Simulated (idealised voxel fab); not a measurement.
The following is a process module called voxel released beams.
Cross-section cut: width 215 nm, square cells of 5 nm.
Notation: cross-section as square-cell grid; stated in bands, top first, going down; one or more cell rows per band. Top height, bottom height, nm. Materials left to right, width each, nm. Single material + "throughout" = fills band edge to edge. "air" = empty. Counting heights begins at 0, where everything beneath is, in the wafer as received, one material. The lowest band has no bottom; it goes on downwards, as "0..down" shows. Width "30..40": first value at the band's top row of cells, second value at its bottom row, equal change from row to row. Basically "no modification" means that step didn't change any cell in the cross-section. "Voids, fully enclosed" specifies each empty space that is not open to the top and that occupies no fewer than 8 cells, using the form width x height at distance, the distance measured from the left edge and all three quantities in nm. Heads up: the bit after the settings on a step's line is the simulator's remark on that step. overlay nm, on a step with a mask: how far to the right of its planned place the mask lay; to the left if negative.

### The steps planned for the process are as follows
step 1: RECEIVE,material Si
step 2: CONFORMAL_DEP,material SiN,thk nm 10
step 3: DIRECTIONAL_DEP,material SiO2,thk nm 15
step 4: PATTERN,tone open,mask id ANCHOR,material resist,width nm 45,thk nm 15,overlay nm 0
step 5: DIRECTIONAL_ETCH,etch materials SiO2,depth nm 15
step 6: STRIP,etch materials resist
step 7: CONFORMAL_DEP,material W,thk nm 15
step 8: MASKED_ETCH,tone cover,mask id BEAM,width nm 80,etch materials W,depth nm 15,overlay nm 0
step 9: STRIP,etch materials SiO2
Across this set of wafers, the varied parameter is the width nm of step 8. Starting conditions are identical for every wafer, and the plan reports the value assigned to the first wafer.

### The as-received cross-section of the first of several wafers corresponds to the state after step 1
- 0..down = Si throughout
- Voids, fully enclosed: none

### Cross-sectional representation of the first of several wafers at the end of the module, i.e. after its terminal step, step 9
- 40..25 = air 65 nm  W 15 nm  air 15 nm  W 50 nm  air 70 nm
- 25..10 = air 65 nm  W 45 nm  air 105 nm
- 10..0 = SiN throughout
- 0..down = Si throughout
- Voids, fully enclosed: none

### Cross-sectional view of the final wafer of several at the module's end
- 40..25 = air 55 nm  W 25 nm  air 15 nm  W 65 nm  air 55 nm
- 25..10 = air 65 nm  W 45 nm  air 105 nm
- 10..0 = SiN throughout
- 0..down = Si throughout
- Voids, fully enclosed: none

### Below is a per-wafer table. In it, each row describes the wafer at the end of the module by giving, for each material, the number of cells gained (+) or lost (-) since the wafer was received, and after that the closed voids of the wafer
width nm 80 | +86 SiN | +66 W | Voids, fully enclosed: none
width nm 85 | +86 SiN | +69 W | Voids, fully enclosed: none
width nm 90 | +86 SiN | +72 W | Voids, fully enclosed: none
width nm 95 | +86 SiN | +75 W | Voids, fully enclosed: none
width nm 100 | +86 SiN | +78 W | Voids, fully enclosed: none
width nm 105 | +86 SiN | +81 W | Voids, fully enclosed: none
